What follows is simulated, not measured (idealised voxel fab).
Title: Process Module voxel capacitor over wiring
Cross-sectional view cut (width: 280 nm; square cell size: 5 nm).
Format of a cross-section: grid, square cells. Given as bands. Order: top down. Band: one or more rows of cells. First you get the band's top height and its bottom height, in nm, and then the materials it's made of, left to right, with each width in nm. If you see a single material with "edge to edge", that one covers the band edge to edge. "air" is empty space. Where do heights start? At 0: under that level the wafer as delivered is made of one material only. And the lowest band has no floor; it just carries on downward, as in "top 0, no bottom". A two-number width, for instance "30..40", indicates that the width is equal to the first number in the top row of the band and to the second number in the bottom row, and that it changes by a constant amount per row of cells. The designation "no alterations made", where it is given for a processing step, indicates that no cell of the cross-section was altered in the course of that step. This entry, "Closed void table", enumerates those empty regions of no fewer than 8 cells that possess no open connection to the top. Each region is reported in the form width x height at distance, the distance being taken from the left edge, with all three quantities expressed in nm. Past the settings on a step's line: simulator remark, on that step. The optional step-line setting "overlay nm" applies to steps with a mask and quantifies how far to the right of its planned location the mask lay, a negative value indicating leftward placement.
### The following list gives the planned process steps
step 1: RECEIVE [material Si]
step 2: CONFORMAL_DEP [material SiO2] [thk nm 15]
step 3: DIRECTIONAL_DEP [material TiN] [thk nm 5]
step 4: DIRECTIONAL_DEP [material W] [thk nm 20]
step 5: DIRECTIONAL_DEP [material aC] [thk nm 10]
step 6: PATTERN [tone cover] [mask id METAL_1] [material resist] [width nm 30] [pitch nm 100] [thk nm 30] [overlay nm 0]
step 7: DIRECTIONAL_ETCH [etch materials aC] [depth nm 10]
step 8: STRIP [etch materials resist]
step 9: DIRECTIONAL_ETCH [etch materials W] [depth nm 20]
step 10: DIRECTIONAL_ETCH [etch materials TiN] [depth nm 5]
step 11: STRIP [etch materials aC]
step 12: FILL_DEP [material SiO2] [thk nm 5]
step 13: CMP [height nm 30]
step 14: CONFORMAL_DEP [material SiCN] [thk nm 5]
step 15: DIRECTIONAL_DEP [material SiO2] [thk nm 20]
step 16: PATTERN [tone open] [mask id PLUG_1] [material resist] [width nm 15] [thk nm 15] [overlay nm 0]
step 17: DIRECTIONAL_ETCH [etch materials SiO2] [depth nm 20]
step 18: DIRECTIONAL_ETCH [etch materials SiCN] [depth nm 5]
step 19: STRIP [etch materials resist]
step 20: CONFORMAL_DEP [material TiN] [thk nm 5]
step 21: FILL_DEP [material Cu] [thk nm 5]
step 22: CMP [height nm 65]
step 23: DIRECTIONAL_DEP [material TiN] [thk nm 10]
step 24: DIRECTIONAL_DEP [material HfO2] [thk nm 5]
step 25: DIRECTIONAL_DEP [material TiN] [thk nm 5]
step 26: DIRECTIONAL_DEP [material aC] [thk nm 15]
step 27: PATTERN [tone cover] [mask id UPPER_PLATE] [material resist] [width nm 75] [thk nm 30] [overlay nm 0]
step 28: DIRECTIONAL_ETCH [etch materials aC] [depth nm 15]
step 29: STRIP [etch materials resist]
step 30: DIRECTIONAL_ETCH [etch materials TiN] [depth nm 5]
step 31: DIRECTIONAL_ETCH [etch materials HfO2] [depth nm 5]
step 32: STRIP [etch materials aC]
step 33: MASKED_ETCH [tone cover] [mask id LOWER_PLATE] [width nm 85] [etch materials TiN] [depth nm 10] [overlay nm 0]
step 34: FILL_DEP [material SiO2] [thk nm 20]
step 35: CMP [height nm 100]
step 36: DIRECTIONAL_DEP [material aC] [thk nm 15]
step 37: PATTERN [tone open] [mask id PLUG_2] [material resist] [width nm 15] [thk nm 35] [overlay nm 0]
step 38: DIRECTIONAL_ETCH [etch materials aC] [depth nm 15]
step 39: STRIP [etch materials resist]
step 40: DIRECTIONAL_ETCH [etch materials SiO2] [depth nm 15]
step 41: STRIP [etch materials aC]
step 42: CONFORMAL_DEP [material TiN] [thk nm 5]
step 43: FILL_DEP [material Ru] [thk nm 10]
step 44: CMP [height nm 100]
step 45: CONFORMAL_DEP [material SiCN] [thk nm 5]
The plan shows the height nm of step 13 as the first wafer had it; this setting differs between the wafers, which start out alike.
### Received condition of the first of several wafers, sectioned: post-step 1
top 0, no bottom: Si edge to edge
Closed void table: none
### For your reference, the table is organized with a row per wafer; each row reflects the wafer at the end of the module, indicating for each material the cells gained (+) or lost (-) since receipt, and thereafter its closed voids
height nm 30, +61 Cu, +15 HfO2, +2 Ru, +109 SiCN, +831 SiO2, +134 TiN, +24 W, Closed void table: none
height nm 35, +5 Cu, +15 HfO2, +2 Ru, +109 SiCN, +875 SiO2, +134 TiN, +36 W, Closed void table: none
height nm 40, +4 Cu, +15 HfO2, +2 Ru, +109 SiCN, +919 SiO2, +79 TiN, +48 W, Closed void table: none
height nm 45, +3 Cu, +15 HfO2, +2 Ru, +109 SiCN, +922 SiO2, +77 TiN, +48 W, Closed void table: none
